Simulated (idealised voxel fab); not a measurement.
The following is a process module called voxel self aligned vias.
cross-section cut | 175 nm wide | cells 5 nm
A cross-section is a grid of square cells, given in bands from the top down. A band is one or more rows of cells. Within each band entry, the heights of the top and of the bottom of the band appear first, in that order and in nm; the materials of the band then follow from left to right, each with its corresponding width in nm. The designation "full width" on a single material indicates that it fills the band from edge to edge; the designation "air" indicates empty space. Ref level 0: as-received wafer is one material below here. Bottom band extends down with no lower bound ("top 0, no bottom"). Width "30 to 40": first value at the band's top row of cells, second value at its bottom row, equal change from row to row. Basically "no modifications" means that step didn't change any cell in the cross-section. Enclosed voids (no open way to top), threshold 8 cells or more, entry "Closed-off voids", notation width x height at distance, distance from left edge, nm. It should be noted that, on the line of a given step, the content following the step's settings is a remark produced by the simulator itself with respect to that step. The line of a step may include "overlay nm". On a step with a mask, this value is how far to the right of its planned place the mask lay. A negative value means the mask lay to the left.

-- Here's what the planned process steps look like
1. RECEIVE (material Si)
2. CONFORMAL_DEP (material SiO2; thk nm 10)
3. CONFORMAL_DEP (material SiCN; thk nm 5)
4. DIRECTIONAL_DEP (material lowk; thk nm 30)
5. PATTERN (tone open; mask id LINES; material resist; width nm 30; pitch nm 65; thk nm 15; overlay nm 0)
6. DIRECTIONAL_ETCH (etch materials lowk; depth nm 30)
7. STRIP (etch materials resist)
8. CONFORMAL_DEP (material TiN; thk nm 5)
9. FILL_DEP (material W; thk nm 10)
10. CMP (height nm 45)
11. SELECTIVE_ETCH (etch materials W Ru TiN; depth nm 10)
12. FILL_DEP (material SiN; thk nm 5)
13. CMP (height nm 45)
14. DIRECTIONAL_DEP (material lowk; thk nm 20)
15. PATTERN (tone open; mask id VIAS; material resist; width nm 40; thk nm 20; overlay nm 0)
16. DIRECTIONAL_ETCH (etch materials lowk; depth nm 20)
17. DIRECTIONAL_ETCH (etch materials SiN; depth nm 10)
18. STRIP (etch materials resist)
19. CONFORMAL_DEP (material TiN; thk nm 5)
20. FILL_DEP (material Cu; thk nm 10)
21. CMP (height nm 65)
22. CONFORMAL_DEP (material SiN; thk nm 5)

-- Delivered wafer in cross-section: state after step 1
  top 0, no bottom: Si full width
  Closed-off voids: none

-- Figure: cross-sectional view of the wafer upon completion of the module, processed from the initial state and according to the plan depicted above, with one error introduced during execution
  top 70, bottom 65: SiN full width
  top 65, bottom 50: lowk 35 nm | TiN 5 nm | Cu 30 nm | TiN 5 nm | lowk 100 nm
  top 50, bottom 45: lowk 35 nm | TiN 10 nm | Cu 20 nm | TiN 10 nm | lowk 100 nm
  top 45, bottom 40: lowk 40 nm | TiN 5 nm | Cu 20 nm | TiN 5 nm | lowk 35 nm | SiN 30 nm | lowk 40 nm
  top 40, bottom 35: lowk 40 nm | TiN 30 nm | lowk 35 nm | SiN 30 nm | lowk 40 nm
  top 35, bottom 20: lowk 40 nm | TiN 5 nm | W 20 nm | TiN 5 nm | lowk 35 nm | TiN 5 nm | W 20 nm | TiN 5 nm | lowk 40 nm
  top 20, bottom 15: lowk 40 nm | TiN 30 nm | lowk 35 nm | TiN 30 nm | lowk 40 nm
  top 15, bottom 5: SiO2 full width
  top 5, bottom 0: SiCN full width
  top 0, no bottom: Si full width
  Closed-off voids: none
Short version of what went wrong: steps 2 and 3 of the plan were run in the wrong order, each in the other's place
